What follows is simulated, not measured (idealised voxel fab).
process module | voxel released beams
cross-section cut | 150 nm wide | cells 5 nm
A cross-section is a grid of square cells, given in bands from the top down. A band is one or more rows of cells.
Each band's line starts with the height of the band's top and of its bottom, in nm. Then come its materials from left to right, each with its width in nm. One material with "throughout" fills the band from edge to edge. "air" is empty space.
Height 0 is the level under which the wafer as received is all one material. The lowest band goes on downwards, as in "0 down".
A width such as "30 to 40" changes by the same amount from each row of cells to the next, from the band's top row to its bottom row.
"no change" after a step means that no cell of the cross-section changed.
closed voids: empty space of 8 cells or more with no open way to the top, each as width x height at its distance from the left edge, in nm
after a step's settings: what the simulator itself notes on the step
overlay nm, on a step with a mask: how far to the right of its planned place the mask lay; to the left if negative
plan
1 op RECEIVE | material Si
2 op CONFORMAL_DEP | material Al2O3 | thk nm 10
3 op DIRECTIONAL_DEP | material SiO2 | thk nm 10
4 op PATTERN | tone open | mask id ANCHOR | material resist | width nm 35 | thk nm 15 | overlay nm 0
5 op DIRECTIONAL_ETCH | etch materials SiO2 | depth nm 10
6 op STRIP | etch materials resist
7 op CONFORMAL_DEP | material polySi | thk nm 10
8 op MASKED_ETCH | tone cover | mask id BEAM | width nm 70 | etch materials polySi | depth nm 10 | overlay nm 0
9 op STRIP | etch materials SiO2
varied across the wafers: width nm of step 8. The plan shows the first wafer's value. All wafers start alike
first wafer as received, after step 1
  0 down: Si throughout
  closed voids: none
first wafer at the end, after step 9
  30 to 20: air 35 | polySi 10 | air 15 | polySi 45 | air 45
  20 to 10: air 35 | polySi 35 | air 80
  10 to 0: Al2O3 throughout
  0 down: Si throughout
  closed voids: none
last wafer at the end
  30 to 20: air 25 | polySi 20 | air 15 | polySi 60 | air 30
  20 to 10: air 35 | polySi 35 | air 80
  10 to 0: Al2O3 throughout
  0 down: Si throughout
  closed voids: none
each wafer at the end: cells of each material gained (+) or lost (-) since it was received, then its closed voids
width nm 70 | +60 Al2O3 | +36 polySi | closed voids: none
width nm 75 | +60 Al2O3 | +38 polySi | closed voids: none
width nm 80 | +60 Al2O3 | +40 polySi | closed voids: none
width nm 85 | +60 Al2O3 | +42 polySi | closed voids: none
width nm 90 | +60 Al2O3 | +44 polySi | closed voids: none
width nm 95 | +60 Al2O3 | +46 polySi | closed voids: none
